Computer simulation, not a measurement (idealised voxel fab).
The process module that follows is named voxel self aligned vias.
Cross-section cut: width 210 nm, square cells of 5 nm.
Cross-sections here: square-cell grids, written as top-down lists of bands, a band being one or more rows of cells. Top height, bottom height, nm. Materials left to right, width each, nm. Single material + "full width" = fills band edge to edge. "empty" = empty. Zero point of the height axis is 0; under it, received wafer = one material. Lowest band: continues down indefinitely, "0..down". Read "30..40" as a graded width: first number on top, second number at the bottom, same change between each pair of neighbouring rows. "remained unchanged", as given for a step, is the statement that not any cell of the cross-section underwent a change during that step. The entry titled "Encapsulated voids" provides the empty spaces that have no open way to the top, restricted to those of 8 cells or more. Each is presented as width x height at distance, the distance being measured from the left edge, with all three in nm. If you see something after the settings on a step's line, that's the simulator's own remark about that step. overlay nm: mask offset rightward from planned place, masked step; negative means leftward offset.

# plan
1: RECEIVE | material Si
2: CONFORMAL_DEP | material SiO2 | thk nm 15
3: CONFORMAL_DEP | material SiCN | thk nm 5
4: DIRECTIONAL_DEP | material lowk | thk nm 25
5: PATTERN | tone open | mask id LINES | material resist | width nm 25 | pitch nm 50 | thk nm 20 | overlay nm 0
6: DIRECTIONAL_ETCH | etch materials lowk | depth nm 25
7: STRIP | etch materials resist
8: CONFORMAL_DEP | material TiN | thk nm 5
9: FILL_DEP | material Ru | thk nm 5
10: CMP | height nm 45
11: SELECTIVE_ETCH | etch materials W Ru TiN | depth nm 5
12: FILL_DEP | material SiN | thk nm 10
13: CMP | height nm 45
14: DIRECTIONAL_DEP | material lowk | thk nm 15
15: PATTERN | tone open | mask id VIAS | material resist | width nm 35 | pitch nm 100 | thk nm 20 | overlay nm 0
16: DIRECTIONAL_ETCH | etch materials lowk | depth nm 15
17: DIRECTIONAL_ETCH | etch materials SiN | depth nm 5
18: STRIP | etch materials resist
19: CONFORMAL_DEP | material TiN | thk nm 5
20: FILL_DEP | material Ru | thk nm 5
21: CMP | height nm 60
22: CONFORMAL_DEP | material SiN | thk nm 5

# Of two wafers, the first: run according to plan

# As-received wafer cross-section (after step 1)
> 0..down  Si full width
> Encapsulated voids: none

# Presented here is a cross-section of the wafer after step 2 has been performed
> 15..0  SiO2 full width
> Unchanged below 0.

# Presented here is a cross-section of the wafer after step 3 has been performed
> 20..15  SiCN full width
> Unchanged below 15.

# Presented here is a cross-section of the wafer after step 4 has been performed
> 45..20  lowk full width
> Unchanged below 20.

# Presented here is a cross-section of the wafer after step 5 has been performed
> 65..45  resist 40 nm / empty 25 nm / resist 25 nm / empty 25 nm / resist 25 nm / empty 25 nm / resist 45 nm
> Unchanged below 45.

# Presented here is a cross-section of the wafer after step 6 has been performed
> 65..45  resist 40 nm / empty 25 nm / resist 25 nm / empty 25 nm / resist 25 nm / empty 25 nm / resist 45 nm
> 45..20  lowk 40 nm / empty 25 nm / lowk 25 nm / empty 25 nm / lowk 25 nm / empty 25 nm / lowk 45 nm
> Unchanged below 20.

# Presented here is a cross-section of the wafer after step 7 has been performed
> 45..20  lowk 40 nm / empty 25 nm / lowk 25 nm / empty 25 nm / lowk 25 nm / empty 25 nm / lowk 45 nm
> Unchanged below 20.

# Presented here is a cross-section of the wafer after step 8 has been performed
> 50..45  TiN 45 nm / empty 15 nm / TiN 35 nm / empty 15 nm / TiN 35 nm / empty 15 nm / TiN 50 nm
> 45..25  lowk 40 nm / TiN 5 nm / empty 15 nm / TiN 5 nm / lowk 25 nm / TiN 5 nm / empty 15 nm / TiN 5 nm / lowk 25 nm / TiN 5 nm / empty 15 nm / TiN 5 nm / lowk 45 nm
> 25..20  lowk 40 nm / TiN 25 nm / lowk 25 nm / TiN 25 nm / lowk 25 nm / TiN 25 nm / lowk 45 nm
> Unchanged below 20.

# Presented here is a cross-section of the wafer after step 9 has been performed
> 55..50  Ru full width
> 50..45  TiN 45 nm / Ru 15 nm / TiN 35 nm / Ru 15 nm / TiN 35 nm / Ru 15 nm / TiN 50 nm
> 45..25  lowk 40 nm / TiN 5 nm / Ru 15 nm / TiN 5 nm / lowk 25 nm / TiN 5 nm / Ru 15 nm / TiN 5 nm / lowk 25 nm / TiN 5 nm / Ru 15 nm / TiN 5 nm / lowk 45 nm
> Unchanged below 25.

# Presented here is a cross-section of the wafer after step 10 has been performed
> 45..25  lowk 40 nm / TiN 5 nm / Ru 15 nm / TiN 5 nm / lowk 25 nm / TiN 5 nm / Ru 15 nm / TiN 5 nm / lowk 25 nm / TiN 5 nm / Ru 15 nm / TiN 5 nm / lowk 45 nm
> Unchanged below 25.

# Presented here is a cross-section of the wafer after step 11 has been performed
> 45..40  lowk 40 nm / empty 25 nm / lowk 25 nm / empty 25 nm / lowk 25 nm / empty 25 nm / lowk 45 nm
> Unchanged below 40.

# Presented here is a cross-section of the wafer after step 12 has been performed
> 55..45  SiN full width
> 45..40  lowk 40 nm / SiN 25 nm / lowk 25 nm / SiN 25 nm / lowk 25 nm / SiN 25 nm / lowk 45 nm
> Unchanged below 40.

# Presented here is a cross-section of the wafer after step 13 has been performed
> 45..40  lowk 40 nm / SiN 25 nm / lowk 25 nm / SiN 25 nm / lowk 25 nm / SiN 25 nm / lowk 45 nm
> Unchanged below 40.

# Presented here is a cross-section of the wafer after step 14 has been performed
> 60..45  lowk full width
> Unchanged below 45.

# Presented here is a cross-section of the wafer after step 15 has been performed
> 80..60  resist 35 nm / empty 35 nm / resist 65 nm / empty 35 nm / resist 40 nm
> Unchanged below 60.

# Presented here is a cross-section of the wafer after step 16 has been performed
> 80..60  resist 35 nm / empty 35 nm / resist 65 nm / empty 35 nm / resist 40 nm
> 60..45  lowk 35 nm / empty 35 nm / lowk 65 nm / empty 35 nm / lowk 40 nm
> Unchanged below 45.

# Presented here is a cross-section of the wafer after step 17 has been performed
> 80..60  resist 35 nm / empty 35 nm / resist 65 nm / empty 35 nm / resist 40 nm
> 60..45  lowk 35 nm / empty 35 nm / lowk 65 nm / empty 35 nm / lowk 40 nm
> 45..40  lowk 40 nm / empty 25 nm / lowk 25 nm / SiN 25 nm / lowk 25 nm / empty 25 nm / lowk 45 nm
> Unchanged below 40.

# Presented here is a cross-section of the wafer after step 18 has been performed
> 60..45  lowk 35 nm / empty 35 nm / lowk 65 nm / empty 35 nm / lowk 40 nm
> Unchanged below 45.

# Presented here is a cross-section of the wafer after step 19 has been performed
> 65..60  TiN 40 nm / empty 25 nm / TiN 75 nm / empty 25 nm / TiN 45 nm
> 60..50  lowk 35 nm / TiN 5 nm / empty 25 nm / TiN 5 nm / lowk 65 nm / TiN 5 nm / empty 25 nm / TiN 5 nm / lowk 40 nm
> 50..45  lowk 35 nm / TiN 10 nm / empty 15 nm / TiN 10 nm / lowk 65 nm / TiN 10 nm / empty 15 nm / TiN 10 nm / lowk 40 nm
> 45..40  lowk 40 nm / TiN 25 nm / lowk 25 nm / SiN 25 nm / lowk 25 nm / TiN 25 nm / lowk 45 nm
> Unchanged below 40.

# Presented here is a cross-section of the wafer after step 20 has been performed
> 70..65  Ru full width
> 65..60  TiN 40 nm / Ru 25 nm / TiN 75 nm / Ru 25 nm / TiN 45 nm
> 60..50  lowk 35 nm / TiN 5 nm / Ru 25 nm / TiN 5 nm / lowk 65 nm / TiN 5 nm / Ru 25 nm / TiN 5 nm / lowk 40 nm
> 50..45  lowk 35 nm / TiN 10 nm / Ru 15 nm / TiN 10 nm / lowk 65 nm / TiN 10 nm / Ru 15 nm / TiN 10 nm / lowk 40 nm
> Unchanged below 45.

# Presented here is a cross-section of the wafer after step 21 has been performed
> 60..50  lowk 35 nm / TiN 5 nm / Ru 25 nm / TiN 5 nm / lowk 65 nm / TiN 5 nm / Ru 25 nm / TiN 5 nm / lowk 40 nm
> Unchanged below 50.

# Presented here is a cross-section of the wafer after step 22 has been performed
> 65..60  SiN full width
> Unchanged below 60.

# Second wafer, same starting conditions and recipe as the first, one mistake in executing it, nothing differs from the first up to and including step 14

# What the second wafer looks like in cross-section when step 15 should have wrapped up
> 80..60  resist 25 nm / empty 35 nm / resist 65 nm / empty 35 nm / resist 50 nm
> Unchanged below 60.

# What the second wafer looks like in cross-section when step 16 should have wrapped up
> 80..60  resist 25 nm / empty 35 nm / resist 65 nm / empty 35 nm / resist 50 nm
> 60..45  lowk 25 nm / empty 35 nm / lowk 65 nm / empty 35 nm / lowk 50 nm
> Unchanged below 45.

# What the second wafer looks like in cross-section when step 17 should have wrapped up
> 80..60  resist 25 nm / empty 35 nm / resist 65 nm / empty 35 nm / resist 50 nm
> 60..45  lowk 25 nm / empty 35 nm / lowk 65 nm / empty 35 nm / lowk 50 nm
> 45..40  lowk 40 nm / empty 20 nm / SiN 5 nm / lowk 25 nm / SiN 25 nm / lowk 25 nm / empty 20 nm / SiN 5 nm / lowk 45 nm
> Unchanged below 40.

# What the second wafer looks like in cross-section when step 18 should have wrapped up
> 60..45  lowk 25 nm / empty 35 nm / lowk 65 nm / empty 35 nm / lowk 50 nm
> Unchanged below 45.

# What the second wafer looks like in cross-section when step 19 should have wrapped up
> 65..60  TiN 30 nm / empty 25 nm / TiN 75 nm / empty 25 nm / TiN 55 nm
> 60..50  lowk 25 nm / TiN 5 nm / empty 25 nm / TiN 5 nm / lowk 65 nm / TiN 5 nm / empty 25 nm / TiN 5 nm / lowk 50 nm
> 50..45  lowk 25 nm / TiN 20 nm / empty 10 nm / TiN 5 nm / lowk 65 nm / TiN 20 nm / empty 10 nm / TiN 5 nm / lowk 50 nm
> 45..40  lowk 40 nm / TiN 20 nm / SiN 5 nm / lowk 25 nm / SiN 25 nm / lowk 25 nm / TiN 20 nm / SiN 5 nm / lowk 45 nm
> Unchanged below 40.

# What the second wafer looks like in cross-section when step 20 should have wrapped up
> 70..65  Ru full width
> 65..60  TiN 30 nm / Ru 25 nm / TiN 75 nm / Ru 25 nm / TiN 55 nm
> 60..50  lowk 25 nm / TiN 5 nm / Ru 25 nm / TiN 5 nm / lowk 65 nm / TiN 5 nm / Ru 25 nm / TiN 5 nm / lowk 50 nm
> 50..45  lowk 25 nm / TiN 20 nm / Ru 10 nm / TiN 5 nm / lowk 65 nm / TiN 20 nm / Ru 10 nm / TiN 5 nm / lowk 50 nm
> Unchanged below 45.

# What the second wafer looks like in cross-section when step 21 should have wrapped up
> 60..50  lowk 25 nm / TiN 5 nm / Ru 25 nm / TiN 5 nm / lowk 65 nm / TiN 5 nm / Ru 25 nm / TiN 5 nm / lowk 50 nm
> Unchanged below 50.

# What the second wafer looks like in cross-section when step 22 should have wrapped up
> 65..60  SiN full width
> Unchanged below 60.
Diagnosis: step 15 went in with a setting other than planned; the actual run was PATTERN | tone open | mask id VIAS | material resist | width nm 35 | pitch nm 100 | thk nm 20 | overlay nm -10
The closing comparison, in cells, has the second wafer with more or fewer of some materials than the first: -2 Ru | +2 SiN
